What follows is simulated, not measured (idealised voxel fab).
The process module presented herein is designated voxel tone inversion.
The figure presents cross-section cut, which has a width of 300 nm and is divided into square cells with an edge length of 5 nm.
A cross-section is a grid of square cells, given in bands from the top down. A band is one or more rows of cells. What a band's entry tells you: where the top is and where the bottom is, as heights in nm, and after that what lies inside, material by material from left to right, each with its width in nm. Empty space is written as the word "empty", and a single material marked with the word "throughout" occupies the band from edge to edge. Measure heights from 0. That's the level where, below it, the as-received wafer is all one material. The lowest band is bottomless and extends downward; write it as in "from 0 down". So if you see something like "30 to 40" for the width, read it as the top row of the band sitting at the first number and the bottom row at the second, with every row in between moving by the same amount as the last. "nothing altered" after a step means that no cell of the cross-section changed. "Closed void roster" contains a list of empty spaces, each no smaller than 8 cells and without an open way to the top, written in the form width x height at distance with the distance from the left edge and all three in nm. after a step's settings: what the simulator itself notes on the step. Steps that use a mask can have "overlay nm" on their line. It says how far the mask sat to the right of where it was meant to be. Negative means to the left.
# List of planned process steps
step 1: op RECEIVE | material Si
step 2: op CONFORMAL_DEP | material SiN | thk nm 5
step 3: op DIRECTIONAL_DEP | material aC | thk nm 20
step 4: op PATTERN | tone cover | mask id POSTS | material resist | width nm 25 | pitch nm 45 | thk nm 25 | overlay nm 0
step 5: op DIRECTIONAL_ETCH | etch materials aC | depth nm 20
step 6: op STRIP | etch materials resist
step 7: op FILL_DEP | material SiO2 | thk nm 10
step 8: op CMP | height nm 25
step 9: op STRIP | etch materials aC
# First of two wafers, with the run carried out as planned
# Incoming wafer, cross-sectional view, post step 1
> from 0 down = Si throughout
> Closed void roster: none
# Presented here is a cross-section of the wafer after step 2 has been performed
> from 5 to 0 = SiN throughout
> For the remainder of the cross-section, below 0, there is no change.
# Presented here is a cross-section of the wafer after step 3 has been performed
> from 25 to 5 = aC throughout
> For the remainder of the cross-section, below 5, there is no change.
# Presented here is a cross-section of the wafer after step 4 has been performed
> from 50 to 25 = empty 70 / resist 25 / empty 20 / resist 25 / empty 20 / resist 25 / empty 20 / resist 25 / empty 70
> For the remainder of the cross-section, below 25, there is no change.
# Presented here is a cross-section of the wafer after step 5 has been performed
> from 30 to 25 = empty 70 / resist 25 / empty 20 / resist 25 / empty 20 / resist 25 / empty 20 / resist 25 / empty 70
> from 25 to 5 = empty 70 / aC 25 / empty 20 / aC 25 / empty 20 / aC 25 / empty 20 / aC 25 / empty 70
> For the remainder of the cross-section, below 5, there is no change.
# Presented here is a cross-section of the wafer after step 6 has been performed
> from 25 to 5 = empty 70 / aC 25 / empty 20 / aC 25 / empty 20 / aC 25 / empty 20 / aC 25 / empty 70
> For the remainder of the cross-section, below 5, there is no change.
# Presented here is a cross-section of the wafer after step 7 has been performed
> from 35 to 25 = SiO2 throughout
> from 25 to 5 = SiO2 70 / aC 25 / SiO2 20 / aC 25 / SiO2 20 / aC 25 / SiO2 20 / aC 25 / SiO2 70
> For the remainder of the cross-section, below 5, there is no change.
# Presented here is a cross-section of the wafer after step 8 has been performed
> from 25 to 5 = SiO2 70 / aC 25 / SiO2 20 / aC 25 / SiO2 20 / aC 25 / SiO2 20 / aC 25 / SiO2 70
> For the remainder of the cross-section, below 5, there is no change.
# Presented here is a cross-section of the wafer after step 9 has been performed
> from 25 to 5 = SiO2 70 / empty 25 / SiO2 20 / empty 25 / SiO2 20 / empty 25 / SiO2 20 / empty 25 / SiO2 70
> For the remainder of the cross-section, below 5, there is no change.
# Companion wafer, the second of two: same beginning, same intended sequence, one mistake in carrying it out; through step 3 inclusive it tracks the first exactly
# X-section, second wafer, when step 4 was due to finish
> from 50 to 25 = empty 75 / resist 20 / empty 25 / resist 20 / empty 25 / resist 20 / empty 25 / resist 20 / empty 70
> For the remainder of the cross-section, below 25, there is no change.
# X-section, second wafer, when step 5 was due to finish
> from 30 to 25 = empty 75 / resist 20 / empty 25 / resist 20 / empty 25 / resist 20 / empty 25 / resist 20 / empty 70
> from 25 to 5 = empty 75 / aC 20 / empty 25 / aC 20 / empty 25 / aC 20 / empty 25 / aC 20 / empty 70
> For the remainder of the cross-section, below 5, there is no change.
# X-section, second wafer, when step 6 was due to finish
> from 25 to 5 = empty 75 / aC 20 / empty 25 / aC 20 / empty 25 / aC 20 / empty 25 / aC 20 / empty 70
> For the remainder of the cross-section, below 5, there is no change.
# X-section, second wafer, when step 7 was due to finish
> from 35 to 25 = SiO2 throughout
> from 25 to 5 = SiO2 75 / aC 20 / SiO2 25 / aC 20 / SiO2 25 / aC 20 / SiO2 25 / aC 20 / SiO2 70
> For the remainder of the cross-section, below 5, there is no change.
# X-section, second wafer, when step 8 was due to finish
> from 25 to 5 = SiO2 75 / aC 20 / SiO2 25 / aC 20 / SiO2 25 / aC 20 / SiO2 25 / aC 20 / SiO2 70
> For the remainder of the cross-section, below 5, there is no change.
# X-section, second wafer, when step 9 was due to finish
> from 25 to 5 = SiO2 75 / empty 20 / SiO2 25 / empty 20 / SiO2 25 / empty 20 / SiO2 25 / empty 20 / SiO2 70
> For the remainder of the cross-section, below 5, there is no change.
Processing error: step 4 went in with a setting other than planned; the actual run was op PATTERN | tone cover | mask id POSTS | material resist | width nm 20 | pitch nm 45 | thk nm 25 | overlay nm 0
Final comparison by cell count, materials where the second wafer has more or fewer than the first: +16 SiO2
